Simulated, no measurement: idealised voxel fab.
Documented hereafter: the process module known as voxel self aligned contacts.
Pictured: cross-section cut, 215 nm wide, on a grid of 5 nm square cells.
Cross-section = grid of square cells, listed top down in bands; band = one or more rows.
Read a band's entry like this: the first values are the height of its top and the height of its bottom in nm, and what follows is the sequence of materials from left to right, each with its width in nm. Note that "empty" is empty space, and that a single material marked "edge to edge" reaches across the band from edge to edge.
Heads up on the height convention: 0 is the point under which the incoming wafer is all one material, and the lowest band has no bottom, it just keeps going down, like "top 0, no bottom".
Width "30..40": first value at the band's top row of cells, second value at its bottom row, equal change from row to row.
"nothing altered" for a step: no cell of the cross-section changed in that step.
Listed in "Internal closed voids": every empty space of 8 or more cells without an open way to the top. Form: width x height at distance, the distance being from the left edge, all in nm.
Past the settings on a step's line: simulator remark, on that step.
overlay nm: on a step with a mask, how far right of its planned place the mask lay; negative means left.
Process steps - plan
1: RECEIVE (material Si)
2: CONFORMAL_DEP (material SiO2; thk nm 5)
3: DIRECTIONAL_DEP (material polySi; thk nm 30)
4: DIRECTIONAL_DEP (material SiN; thk nm 15)
5: DIRECTIONAL_DEP (material aC; thk nm 15)
6: PATTERN (tone cover; mask id GATE; material resist; width nm 35; pitch nm 60; thk nm 30; overlay nm 0)
7: DIRECTIONAL_ETCH (etch materials aC; depth nm 15)
8: STRIP (etch materials resist)
9: DIRECTIONAL_ETCH (etch materials SiN; depth nm 15)
10: DIRECTIONAL_ETCH (etch materials polySi; depth nm 30)
11: STRIP (etch materials aC)
12: CONFORMAL_DEP (material SiN; thk nm 5)
13: DIRECTIONAL_ETCH (etch materials SiN; depth nm 5)
14: FILL_DEP (material SiO2; thk nm 20)
15: CMP (height nm 60)
16: PATTERN (tone open; mask id CONTACT; material resist; width nm 45; thk nm 20; overlay nm 0)
17: DIRECTIONAL_ETCH (etch materials SiO2; depth nm 60)
18: STRIP (etch materials resist)
19: CONFORMAL_DEP (material TiN; thk nm 5)
20: FILL_DEP (material W; thk nm 5)
21: CMP (height nm 60)
22: CONFORMAL_DEP (material SiN; thk nm 5)
The following pertains to the first of two wafers, which was processed as planned
Step 1 complete: cross-section of the wafer as received
    top 0, no bottom = Si edge to edge
    Internal closed voids: none
Step 2 done - wafer cross-section
    top 5, bottom 0 = SiO2 edge to edge
    No changes below 0.
Step 3 done - wafer cross-section
    top 35, bottom 5 = polySi edge to edge
    No changes below 5.
Step 4 done - wafer cross-section
    top 50, bottom 35 = SiN edge to edge
    No changes below 35.
Step 5 done - wafer cross-section
    top 65, bottom 50 = aC edge to edge
    No changes below 50.
Step 6 done - wafer cross-section
    top 95, bottom 65 = 60 of empty / 35 of resist / 25 of empty / 35 of resist / 60 of empty
    No changes below 65.
Step 7 done - wafer cross-section
    top 80, bottom 65 = 60 of empty / 35 of resist / 25 of empty / 35 of resist / 60 of empty
    top 65, bottom 50 = 60 of empty / 35 of aC / 25 of empty / 35 of aC / 60 of empty
    No changes below 50.
Step 8 done - wafer cross-section
    top 65, bottom 50 = 60 of empty / 35 of aC / 25 of empty / 35 of aC / 60 of empty
    No changes below 50.
Step 9 done - wafer cross-section
    top 65, bottom 50 = 60 of empty / 35 of aC / 25 of empty / 35 of aC / 60 of empty
    top 50, bottom 35 = 60 of empty / 35 of SiN / 25 of empty / 35 of SiN / 60 of empty
    No changes below 35.
Step 10 done - wafer cross-section
    top 65, bottom 50 = 60 of empty / 35 of aC / 25 of empty / 35 of aC / 60 of empty
    top 50, bottom 35 = 60 of empty / 35 of SiN / 25 of empty / 35 of SiN / 60 of empty
    top 35, bottom 5 = 60 of empty / 35 of polySi / 25 of empty / 35 of polySi / 60 of empty
    No changes below 5.
Step 11 done - wafer cross-section
    top 50, bottom 35 = 60 of empty / 35 of SiN / 25 of empty / 35 of SiN / 60 of empty
    No changes below 35.
Step 12 done - wafer cross-section
    top 55, bottom 35 = 55 of empty / 45 of SiN / 15 of empty / 45 of SiN / 55 of empty
    top 35, bottom 10 = 55 of empty / 5 of SiN / 35 of polySi / 5 of SiN / 15 of empty / 5 of SiN / 35 of polySi / 5 of SiN / 55 of empty
    top 10, bottom 5 = 60 of SiN / 35 of polySi / 25 of SiN / 35 of polySi / 60 of SiN
    No changes below 5.
Step 13 done - wafer cross-section
    top 50, bottom 35 = 55 of empty / 45 of SiN / 15 of empty / 45 of SiN / 55 of empty
    top 35, bottom 5 = 55 of empty / 5 of SiN / 35 of polySi / 5 of SiN / 15 of empty / 5 of SiN / 35 of polySi / 5 of SiN / 55 of empty
    No changes below 5.
Step 14 done - wafer cross-section
    top 70, bottom 50 = SiO2 edge to edge
    top 50, bottom 35 = 55 of SiO2 / 45 of SiN / 15 of SiO2 / 45 of SiN / 55 of SiO2
    top 35, bottom 5 = 55 of SiO2 / 5 of SiN / 35 of polySi / 5 of SiN / 15 of SiO2 / 5 of SiN / 35 of polySi / 5 of SiN / 55 of SiO2
    No changes below 5.
Step 15 done - wafer cross-section
    top 60, bottom 50 = SiO2 edge to edge
    No changes below 50.
Step 16 done - wafer cross-section
    top 80, bottom 60 = 85 of resist / 45 of empty / 85 of resist
    No changes below 60.
Step 17 done - wafer cross-section
    top 80, bottom 60 = 85 of resist / 45 of empty / 85 of resist
    top 60, bottom 50 = 85 of SiO2 / 45 of empty / 85 of SiO2
    top 50, bottom 35 = 55 of SiO2 / 45 of SiN / 15 of empty / 45 of SiN / 55 of SiO2
    top 35, bottom 5 = 55 of SiO2 / 5 of SiN / 35 of polySi / 5 of SiN / 15 of empty / 5 of SiN / 35 of polySi / 5 of SiN / 55 of SiO2
    top 5, bottom 0 = 100 of SiO2 / 15 of empty / 100 of SiO2
    No changes below 0.
Step 18 done - wafer cross-section
    top 60, bottom 50 = 85 of SiO2 / 45 of empty / 85 of SiO2
    No changes below 50.
Step 19 done - wafer cross-section
    top 65, bottom 60 = 90 of TiN / 35 of empty / 90 of TiN
    top 60, bottom 50 = 85 of SiO2 / 5..20 of TiN / 35..5 of empty / 5..20 of TiN / 85 of SiO2
    top 50, bottom 35 = 55 of SiO2 / 45 of SiN / 5 of TiN / 5 of empty / 5 of TiN / 45 of SiN / 55 of SiO2
    top 35, bottom 5 = 55 of SiO2 / 5 of SiN / 35 of polySi / 5 of SiN / 5 of TiN / 5 of empty / 5 of TiN / 5 of SiN / 35 of polySi / 5 of SiN / 55 of SiO2
    top 5, bottom 0 = 100 of SiO2 / 15 of TiN / 100 of SiO2
    No changes below 0.
Step 20 done - wafer cross-section
    top 70, bottom 65 = W edge to edge
    top 65, bottom 60 = 90 of TiN / 35 of W / 90 of TiN
    top 60, bottom 50 = 85 of SiO2 / 5..20 of TiN / 35..5 of W / 5..20 of TiN / 85 of SiO2
    top 50, bottom 35 = 55 of SiO2 / 45 of SiN / 5 of TiN / 5 of W / 5 of TiN / 45 of SiN / 55 of SiO2
    top 35, bottom 5 = 55 of SiO2 / 5 of SiN / 35 of polySi / 5 of SiN / 5 of TiN / 5 of W / 5 of TiN / 5 of SiN / 35 of polySi / 5 of SiN / 55 of SiO2
    No changes below 5.
Step 21 done - wafer cross-section
    top 60, bottom 50 = 85 of SiO2 / 5..20 of TiN / 35..5 of W / 5..20 of TiN / 85 of SiO2
    No changes below 50.
Step 22 done - wafer cross-section
    top 65, bottom 60 = SiN edge to edge
    No changes below 60.
Second Wafer (Identical Start and Plan, One Processing Error; Matches First Wafer Through Step 5)
Second wafer at the planned finish of step 6, seen in cross-section
    top 95, bottom 65 = 60 of resist / 35 of empty / 25 of resist / 35 of empty / 60 of resist
    No changes below 65.
Second wafer at the planned finish of step 7, seen in cross-section
    top 80, bottom 65 = 60 of resist / 35 of empty / 25 of resist / 35 of empty / 60 of resist
    top 65, bottom 50 = 60 of aC / 35 of empty / 25 of aC / 35 of empty / 60 of aC
    No changes below 50.
Second wafer at the planned finish of step 8, seen in cross-section
    top 65, bottom 50 = 60 of aC / 35 of empty / 25 of aC / 35 of empty / 60 of aC
    No changes below 50.
Second wafer at the planned finish of step 9, seen in cross-section
    top 65, bottom 50 = 60 of aC / 35 of empty / 25 of aC / 35 of empty / 60 of aC
    top 50, bottom 35 = 60 of SiN / 35 of empty / 25 of SiN / 35 of empty / 60 of SiN
    No changes below 35.
Second wafer at the planned finish of step 10, seen in cross-section
    top 65, bottom 50 = 60 of aC / 35 of empty / 25 of aC / 35 of empty / 60 of aC
    top 50, bottom 35 = 60 of SiN / 35 of empty / 25 of SiN / 35 of empty / 60 of SiN
    top 35, bottom 5 = 60 of polySi / 35 of empty / 25 of polySi / 35 of empty / 60 of polySi
    No changes below 5.
Second wafer at the planned finish of step 11, seen in cross-section
    top 50, bottom 35 = 60 of SiN / 35 of empty / 25 of SiN / 35 of empty / 60 of SiN
    No changes below 35.
Second wafer at the planned finish of step 12, seen in cross-section
    top 55, bottom 35 = 65 of SiN / 25 of empty / 35 of SiN / 25 of empty / 65 of SiN
    top 35, bottom 10 = 60 of polySi / 5 of SiN / 25 of empty / 5 of SiN / 25 of polySi / 5 of SiN / 25 of empty / 5 of SiN / 60 of polySi
    top 10, bottom 5 = 60 of polySi / 35 of SiN / 25 of polySi / 35 of SiN / 60 of polySi
    No changes below 5.
Second wafer at the planned finish of step 13, seen in cross-section
    top 50, bottom 35 = 65 of SiN / 25 of empty / 35 of SiN / 25 of empty / 65 of SiN
    top 35, bottom 5 = 60 of polySi / 5 of SiN / 25 of empty / 5 of SiN / 25 of polySi / 5 of SiN / 25 of empty / 5 of SiN / 60 of polySi
    No changes below 5.
Second wafer at the planned finish of step 14, seen in cross-section
    top 70, bottom 50 = SiO2 edge to edge
    top 50, bottom 35 = 65 of SiN / 25 of SiO2 / 35 of SiN / 25 of SiO2 / 65 of SiN
    top 35, bottom 5 = 60 of polySi / 5 of SiN / 25 of SiO2 / 5 of SiN / 25 of polySi / 5 of SiN / 25 of SiO2 / 5 of SiN / 60 of polySi
    No changes below 5.
Second wafer at the planned finish of step 15, seen in cross-section
    top 60, bottom 50 = SiO2 edge to edge
    No changes below 50.
Second wafer at the planned finish of step 16, seen in cross-section
    top 80, bottom 60 = 85 of resist / 45 of empty / 85 of resist
    No changes below 60.
Second wafer at the planned finish of step 17, seen in cross-section
    top 80, bottom 60 = 85 of resist / 45 of empty / 85 of resist
    top 60, bottom 50 = 85 of SiO2 / 45 of empty / 85 of SiO2
    top 50, bottom 35 = 65 of SiN / 20 of SiO2 / 5 of empty / 35 of SiN / 5 of empty / 20 of SiO2 / 65 of SiN
    top 35, bottom 5 = 60 of polySi / 5 of SiN / 20 of SiO2 / 5 of empty / 5 of SiN / 25 of polySi / 5 of SiN / 5 of empty / 20 of SiO2 / 5 of SiN / 60 of polySi
    top 5, bottom 0 = 85 of SiO2 / 5 of empty / 35 of SiO2 / 5 of empty / 85 of SiO2
    No changes below 0.
Second wafer at the planned finish of step 18, seen in cross-section
    top 60, bottom 50 = 85 of SiO2 / 45 of empty / 85 of SiO2
    No changes below 50.
Second wafer at the planned finish of step 19, seen in cross-section
    top 65, bottom 60 = 90 of TiN / 35 of empty / 90 of TiN
    top 60, bottom 55 = 85 of SiO2 / 5 of TiN / 35 of empty / 5 of TiN / 85 of SiO2
    top 55, bottom 50 = 85 of SiO2 / 45 of TiN / 85 of SiO2
    top 50, bottom 35 = 65 of SiN / 20 of SiO2 / 5 of TiN / 35 of SiN / 5 of TiN / 20 of SiO2 / 65 of SiN
    top 35, bottom 5 = 60 of polySi / 5 of SiN / 20 of SiO2 / 5 of TiN / 5 of SiN / 25 of polySi / 5 of SiN / 5 of TiN / 20 of SiO2 / 5 of SiN / 60 of polySi
    top 5, bottom 0 = 85 of SiO2 / 5 of TiN / 35 of SiO2 / 5 of TiN / 85 of SiO2
    No changes below 0.
Second wafer at the planned finish of step 20, seen in cross-section
    top 70, bottom 65 = W edge to edge
    top 65, bottom 60 = 90 of TiN / 35 of W / 90 of TiN
    top 60, bottom 55 = 85 of SiO2 / 5 of TiN / 35 of W / 5 of TiN / 85 of SiO2
    No changes below 55.
Second wafer at the planned finish of step 21, seen in cross-section
    top 60, bottom 55 = 85 of SiO2 / 5 of TiN / 35 of W / 5 of TiN / 85 of SiO2
    No changes below 55.
Second wafer at the planned finish of step 22, seen in cross-section
    top 65, bottom 60 = SiN edge to edge
    No changes below 60.
Plan not followed: contrary to plan, step 6 was performed as PATTERN (tone open; mask id GATE; material resist; width nm 35; pitch nm 60; thk nm 30; overlay nm 0)
Materials where the second wafer ends with more or fewer cells than the first: SiN: 45 more, SiO2: 125 fewer, W: 10 fewer, polySi: 90 more
